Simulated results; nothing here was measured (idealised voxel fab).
Documented hereafter: the process module known as voxel gate over fins.
In the cross-section labelled cut, the width is 220 nm and each square cell is 5 nm.
Bands, listed from the top down, are how a cross-section gets written in this document; the cross-section itself is a grid of square cells, and a band is one or more rows of them.
Top, bottom (nm), then materials left to right with widths (nm); lone material tagged "edge to edge" fills the whole band edge to edge; "air" = empty space.
All heights in this document are referenced to 0, defined as the level beneath which the wafer, as received, consists entirely of one material. The lowest band is not bounded below; it extends indefinitely downward and is written in the form "top 0, no bottom".
Note: "30 to 40" means the width goes from the first number (top row of the band) to the second number (bottom row) in equal steps per row of cells.
When a step is marked "remains unaltered", none of the cells in the cross-section changed during that step.
You'll see "Enclosed cavities" listing empty spaces that have no way open to the top, as long as they're 8 cells or more; the notation is width x height at distance, where the distance is from the left edge, and all of it is in nm.
Formally, on a step line, whatever follows the settings is a remark that the simulator itself makes on the step.
"overlay nm" on a masked step: distance the mask lay right of its planned place, negative for left.

## Steps in the process plan
step 1: RECEIVE | material Si
step 2: CONFORMAL_DEP | material SiN | thk nm 10
step 3: DIRECTIONAL_DEP | material aC | thk nm 15
step 4: PATTERN | tone cover | mask id FINS | material resist | width nm 15 | pitch nm 40 | thk nm 35 | overlay nm 0
step 5: DIRECTIONAL_ETCH | etch materials aC | depth nm 15
step 6: STRIP | etch materials resist
step 7: DIRECTIONAL_ETCH | etch materials SiN | depth nm 10
step 8: DIRECTIONAL_ETCH | etch materials Si | depth nm 40
step 9: STRIP | etch materials aC
step 10: OXIDIZE | depth nm 5
step 11: FILL_DEP | material SiO2 | thk nm 5
step 12: CMP | height nm 10
step 13: SELECTIVE_ETCH | etch materials SiO2 | depth nm 25
step 14: STRIP | etch materials SiN
step 15: CONFORMAL_DEP | material HfO2 | thk nm 5
step 16: CONFORMAL_DEP | material TiN | thk nm 5
step 17: CONFORMAL_DEP | material TiAl | thk nm 5
step 18: CONFORMAL_DEP | material TiN | thk nm 5
step 19: FILL_DEP | material W | thk nm 15
step 20: CMP | height nm 30
step 21: CONFORMAL_DEP | material SiCN | thk nm 5

## Account of the first of two wafers, which was processed as intended

## Step 1 complete: cross-section of the wafer as received
* top 0, no bottom: Si edge to edge
* Enclosed cavities: none

## Cross-sectional representation of the wafer at the conclusion of step 2
* top 10, bottom 0: SiN edge to edge
* Whatever lies below 0 is exactly as it was before.

## Cross-sectional representation of the wafer at the conclusion of step 3
* top 25, bottom 10: aC edge to edge
* Whatever lies below 10 is exactly as it was before.

## Cross-sectional representation of the wafer at the conclusion of step 4
* top 60, bottom 25: 40 of air; 15 of resist; 25 of air; 15 of resist; 25 of air; 15 of resist; 25 of air; 15 of resist; 45 of air
* Whatever lies below 25 is exactly as it was before.

## Cross-sectional representation of the wafer at the conclusion of step 5
* top 45, bottom 25: 40 of air; 15 of resist; 25 of air; 15 of resist; 25 of air; 15 of resist; 25 of air; 15 of resist; 45 of air
* top 25, bottom 10: 40 of air; 15 of aC; 25 of air; 15 of aC; 25 of air; 15 of aC; 25 of air; 15 of aC; 45 of air
* Whatever lies below 10 is exactly as it was before.

## Cross-sectional representation of the wafer at the conclusion of step 6
* top 25, bottom 10: 40 of air; 15 of aC; 25 of air; 15 of aC; 25 of air; 15 of aC; 25 of air; 15 of aC; 45 of air
* Whatever lies below 10 is exactly as it was before.

## Cross-sectional representation of the wafer at the conclusion of step 7
* top 25, bottom 10: 40 of air; 15 of aC; 25 of air; 15 of aC; 25 of air; 15 of aC; 25 of air; 15 of aC; 45 of air
* top 10, bottom 0: 40 of air; 15 of SiN; 25 of air; 15 of SiN; 25 of air; 15 of SiN; 25 of air; 15 of SiN; 45 of air
* Whatever lies below 0 is exactly as it was before.

## Cross-sectional representation of the wafer at the conclusion of step 8
* top 25, bottom 10: 40 of air; 15 of aC; 25 of air; 15 of aC; 25 of air; 15 of aC; 25 of air; 15 of aC; 45 of air
* top 10, bottom 0: 40 of air; 15 of SiN; 25 of air; 15 of SiN; 25 of air; 15 of SiN; 25 of air; 15 of SiN; 45 of air
* top 0, bottom -40: 40 of air; 15 of Si; 25 of air; 15 of Si; 25 of air; 15 of Si; 25 of air; 15 of Si; 45 of air
* Whatever lies below -40 is exactly as it was before.

## Cross-sectional representation of the wafer at the conclusion of step 9
* top 10, bottom 0: 40 of air; 15 of SiN; 25 of air; 15 of SiN; 25 of air; 15 of SiN; 25 of air; 15 of SiN; 45 of air
* Whatever lies below 0 is exactly as it was before.

## Cross-sectional representation of the wafer at the conclusion of step 10
* top 10, bottom 0: 40 of air; 15 of SiN; 25 of air; 15 of SiN; 25 of air; 15 of SiN; 25 of air; 15 of SiN; 45 of air
* top 0, bottom -40: 40 of air; 5 of SiO2; 5 of Si; 5 of SiO2; 25 of air; 5 of SiO2; 5 of Si; 5 of SiO2; 25 of air; 5 of SiO2; 5 of Si; 5 of SiO2; 25 of air; 5 of SiO2; 5 of Si; 5 of SiO2; 45 of air
* top -40, bottom -45: 45 of SiO2; 5 of Si; 35 of SiO2; 5 of Si; 35 of SiO2; 5 of Si; 35 of SiO2; 5 of Si; 50 of SiO2
* Whatever lies below -45 is exactly as it was before.

## Cross-sectional representation of the wafer at the conclusion of step 11
* top 15, bottom 10: SiO2 edge to edge
* top 10, bottom 0: 40 of SiO2; 15 of SiN; 25 of SiO2; 15 of SiN; 25 of SiO2; 15 of SiN; 25 of SiO2; 15 of SiN; 45 of SiO2
* top 0, bottom -45: 45 of SiO2; 5 of Si; 35 of SiO2; 5 of Si; 35 of SiO2; 5 of Si; 35 of SiO2; 5 of Si; 50 of SiO2
* Whatever lies below -45 is exactly as it was before.

## Cross-sectional representation of the wafer at the conclusion of step 12
* top 10, bottom 0: 40 of SiO2; 15 of SiN; 25 of SiO2; 15 of SiN; 25 of SiO2; 15 of SiN; 25 of SiO2; 15 of SiN; 45 of SiO2
* Whatever lies below 0 is exactly as it was before.

## Cross-sectional representation of the wafer at the conclusion of step 13
* top 10, bottom 0: 40 of air; 15 of SiN; 25 of air; 15 of SiN; 25 of air; 15 of SiN; 25 of air; 15 of SiN; 45 of air
* top 0, bottom -15: 45 of air; 5 of Si; 35 of air; 5 of Si; 35 of air; 5 of Si; 35 of air; 5 of Si; 50 of air
* Whatever lies below -15 is exactly as it was before.

## Cross-sectional representation of the wafer at the conclusion of step 14
* top 0, bottom -15: 45 of air; 5 of Si; 35 of air; 5 of Si; 35 of air; 5 of Si; 35 of air; 5 of Si; 50 of air
* Whatever lies below -15 is exactly as it was before.

## Cross-sectional representation of the wafer at the conclusion of step 15
* top 5, bottom 0: 40 of air; 15 of HfO2; 25 of air; 15 of HfO2; 25 of air; 15 of HfO2; 25 of air; 15 of HfO2; 45 of air
* top 0, bottom -10: 40 of air; 5 of HfO2; 5 of Si; 5 of HfO2; 25 of air; 5 of HfO2; 5 of Si; 5 of HfO2; 25 of air; 5 of HfO2; 5 of Si; 5 of HfO2; 25 of air; 5 of HfO2; 5 of Si; 5 of HfO2; 45 of air
* top -10, bottom -15: 45 of HfO2; 5 of Si; 35 of HfO2; 5 of Si; 35 of HfO2; 5 of Si; 35 of HfO2; 5 of Si; 50 of HfO2
* Whatever lies below -15 is exactly as it was before.

## Cross-sectional representation of the wafer at the conclusion of step 16
* top 10, bottom 5: 35 of air; 25 of TiN; 15 of air; 25 of TiN; 15 of air; 25 of TiN; 15 of air; 25 of TiN; 40 of air
* top 5, bottom 0: 35 of air; 5 of TiN; 15 of HfO2; 5 of TiN; 15 of air; 5 of TiN; 15 of HfO2; 5 of TiN; 15 of air; 5 of TiN; 15 of HfO2; 5 of TiN; 15 of air; 5 of TiN; 15 of HfO2; 5 of TiN; 40 of air
* top 0, bottom -5: 35 of air; 5 of TiN; 5 of HfO2; 5 of Si; 5 of HfO2; 5 of TiN; 15 of air; 5 of TiN; 5 of HfO2; 5 of Si; 5 of HfO2; 5 of TiN; 15 of air; 5 of TiN; 5 of HfO2; 5 of Si; 5 of HfO2; 5 of TiN; 15 of air; 5 of TiN; 5 of HfO2; 5 of Si; 5 of HfO2; 5 of TiN; 40 of air
* top -5, bottom -10: 40 of TiN; 5 of HfO2; 5 of Si; 5 of HfO2; 25 of TiN; 5 of HfO2; 5 of Si; 5 of HfO2; 25 of TiN; 5 of HfO2; 5 of Si; 5 of HfO2; 25 of TiN; 5 of HfO2; 5 of Si; 5 of HfO2; 45 of TiN
* Whatever lies below -10 is exactly as it was before.

## Cross-sectional representation of the wafer at the conclusion of step 17
* top 15, bottom 10: 30 of air; 35 of TiAl; 5 of air; 35 of TiAl; 5 of air; 35 of TiAl; 5 of air; 35 of TiAl; 35 of air
* top 10, bottom 5: 30 of air; 5 of TiAl; 25 of TiN; 5 of TiAl; 5 of air; 5 of TiAl; 25 of TiN; 5 of TiAl; 5 of air; 5 of TiAl; 25 of TiN; 5 of TiAl; 5 of air; 5 of TiAl; 25 of TiN; 5 of TiAl; 35 of air
* top 5, bottom 0: 30 of air; 5 of TiAl; 5 of TiN; 15 of HfO2; 5 of TiN; 5 of TiAl; 5 of air; 5 of TiAl; 5 of TiN; 15 of HfO2; 5 of TiN; 5 of TiAl; 5 of air; 5 of TiAl; 5 of TiN; 15 of HfO2; 5 of TiN; 5 of TiAl; 5 of air; 5 of TiAl; 5 of TiN; 15 of HfO2; 5 of TiN; 5 of TiAl; 35 of air
* top 0, bottom -5: 35 of TiAl; 5 of TiN; 5 of HfO2; 5 of Si; 5 of HfO2; 5 of TiN; 15 of TiAl; 5 of TiN; 5 of HfO2; 5 of Si; 5 of HfO2; 5 of TiN; 15 of TiAl; 5 of TiN; 5 of HfO2; 5 of Si; 5 of HfO2; 5 of TiN; 15 of TiAl; 5 of TiN; 5 of HfO2; 5 of Si; 5 of HfO2; 5 of TiN; 40 of TiAl
* Whatever lies below -5 is exactly as it was before.

## Cross-sectional representation of the wafer at the conclusion of step 18
* top 20, bottom 15: 25 of air; 165 of TiN; 30 of air
* top 15, bottom 10: 25 of air; 5 of TiN; 35 of TiAl; 5 of TiN; 35 of TiAl; 5 of TiN; 35 of TiAl; 5 of TiN; 35 of TiAl; 5 of TiN; 30 of air
* top 10, bottom 5: 25 of air; 5 of TiN; 5 of TiAl; 25 of TiN; 5 of TiAl; 5 of TiN; 5 of TiAl; 25 of TiN; 5 of TiAl; 5 of TiN; 5 of TiAl; 25 of TiN; 5 of TiAl; 5 of TiN; 5 of TiAl; 25 of TiN; 5 of TiAl; 5 of TiN; 30 of air
* top 5, bottom 0: 30 of TiN; 5 of TiAl; 5 of TiN; 15 of HfO2; 5 of TiN; 5 of TiAl; 5 of TiN; 5 of TiAl; 5 of TiN; 15 of HfO2; 5 of TiN; 5 of TiAl; 5 of TiN; 5 of TiAl; 5 of TiN; 15 of HfO2; 5 of TiN; 5 of TiAl; 5 of TiN; 5 of TiAl; 5 of TiN; 15 of HfO2; 5 of TiN; 5 of TiAl; 35 of TiN
* Whatever lies below 0 is exactly as it was before.

## Cross-sectional representation of the wafer at the conclusion of step 19
* top 35, bottom 20: W edge to edge
* top 20, bottom 15: 25 of W; 165 of TiN; 30 of W
* top 15, bottom 10: 25 of W; 5 of TiN; 35 of TiAl; 5 of TiN; 35 of TiAl; 5 of TiN; 35 of TiAl; 5 of TiN; 35 of TiAl; 5 of TiN; 30 of W
* top 10, bottom 5: 25 of W; 5 of TiN; 5 of TiAl; 25 of TiN; 5 of TiAl; 5 of TiN; 5 of TiAl; 25 of TiN; 5 of TiAl; 5 of TiN; 5 of TiAl; 25 of TiN; 5 of TiAl; 5 of TiN; 5 of TiAl; 25 of TiN; 5 of TiAl; 5 of TiN; 30 of W
* Whatever lies below 5 is exactly as it was before.

## Cross-sectional representation of the wafer at the conclusion of step 20
* top 30, bottom 20: W edge to edge
* Whatever lies below 20 is exactly as it was before.

## Cross-sectional representation of the wafer at the conclusion of step 21
* top 35, bottom 30: SiCN edge to edge
* Whatever lies below 30 is exactly as it was before.

## Second wafer - shared start and plan with the first - one error in running - same as the first up to step 15 inclusive

Second wafer, cut view, end of step 16 per plan: remains unaltered

## Second wafer, cut view, end of step 17 per plan
* top 10, bottom 5: 35 of air; 25 of TiAl; 15 of air; 25 of TiAl; 15 of air; 25 of TiAl; 15 of air; 25 of TiAl; 40 of air
* top 5, bottom 0: 35 of air; 5 of TiAl; 15 of HfO2; 5 of TiAl; 15 of air; 5 of TiAl; 15 of HfO2; 5 of TiAl; 15 of air; 5 of TiAl; 15 of HfO2; 5 of TiAl; 15 of air; 5 of TiAl; 15 of HfO2; 5 of TiAl; 40 of air
* top 0, bottom -5: 35 of air; 5 of TiAl; 5 of HfO2; 5 of Si; 5 of HfO2; 5 of TiAl; 15 of air; 5 of TiAl; 5 of HfO2; 5 of Si; 5 of HfO2; 5 of TiAl; 15 of air; 5 of TiAl; 5 of HfO2; 5 of Si; 5 of HfO2; 5 of TiAl; 15 of air; 5 of TiAl; 5 of HfO2; 5 of Si; 5 of HfO2; 5 of TiAl; 40 of air
* top -5, bottom -10: 40 of TiAl; 5 of HfO2; 5 of Si; 5 of HfO2; 25 of TiAl; 5 of HfO2; 5 of Si; 5 of HfO2; 25 of TiAl; 5 of HfO2; 5 of Si; 5 of HfO2; 25 of TiAl; 5 of HfO2; 5 of Si; 5 of HfO2; 45 of TiAl
* Whatever lies below -10 is exactly as it was before.

## Second wafer, cut view, end of step 18 per plan
* top 15, bottom 10: 30 of air; 35 of TiN; 5 of air; 35 of TiN; 5 of air; 35 of TiN; 5 of air; 35 of TiN; 35 of air
* top 10, bottom 5: 30 of air; 5 of TiN; 25 of TiAl; 5 of TiN; 5 of air; 5 of TiN; 25 of TiAl; 5 of TiN; 5 of air; 5 of TiN; 25 of TiAl; 5 of TiN; 5 of air; 5 of TiN; 25 of TiAl; 5 of TiN; 35 of air
* top 5, bottom 0: 30 of air; 5 of TiN; 5 of TiAl; 15 of HfO2; 5 of TiAl; 5 of TiN; 5 of air; 5 of TiN; 5 of TiAl; 15 of HfO2; 5 of TiAl; 5 of TiN; 5 of air; 5 of TiN; 5 of TiAl; 15 of HfO2; 5 of TiAl; 5 of TiN; 5 of air; 5 of TiN; 5 of TiAl; 15 of HfO2; 5 of TiAl; 5 of TiN; 35 of air
* top 0, bottom -5: 35 of TiN; 5 of TiAl; 5 of HfO2; 5 of Si; 5 of HfO2; 5 of TiAl; 15 of TiN; 5 of TiAl; 5 of HfO2; 5 of Si; 5 of HfO2; 5 of TiAl; 15 of TiN; 5 of TiAl; 5 of HfO2; 5 of Si; 5 of HfO2; 5 of TiAl; 15 of TiN; 5 of TiAl; 5 of HfO2; 5 of Si; 5 of HfO2; 5 of TiAl; 40 of TiN
* Whatever lies below -5 is exactly as it was before.

## Second wafer, cut view, end of step 19 per plan
* top 30, bottom 15: W edge to edge
* top 15, bottom 10: 30 of W; 35 of TiN; 5 of W; 35 of TiN; 5 of W; 35 of TiN; 5 of W; 35 of TiN; 35 of W
* top 10, bottom 5: 30 of W; 5 of TiN; 25 of TiAl; 5 of TiN; 5 of W; 5 of TiN; 25 of TiAl; 5 of TiN; 5 of W; 5 of TiN; 25 of TiAl; 5 of TiN; 5 of W; 5 of TiN; 25 of TiAl; 5 of TiN; 35 of W
* top 5, bottom 0: 30 of W; 5 of TiN; 5 of TiAl; 15 of HfO2; 5 of TiAl; 5 of TiN; 5 of W; 5 of TiN; 5 of TiAl; 15 of HfO2; 5 of TiAl; 5 of TiN; 5 of W; 5 of TiN; 5 of TiAl; 15 of HfO2; 5 of TiAl; 5 of TiN; 5 of W; 5 of TiN; 5 of TiAl; 15 of HfO2; 5 of TiAl; 5 of TiN; 35 of W
* Whatever lies below 0 is exactly as it was before.

Second wafer, cut view, end of step 20 per plan: remains unaltered

## Second wafer, cut view, end of step 21 per plan
* top 35, bottom 30: SiCN edge to edge
* Whatever lies below 30 is exactly as it was before.
Where did the run depart from the plan? step 16 of the plan did not run at all; it was left out
FYI, end of process, the second wafer has more or fewer cells of some materials than the first: 59 fewer of TiN; 59 more of W
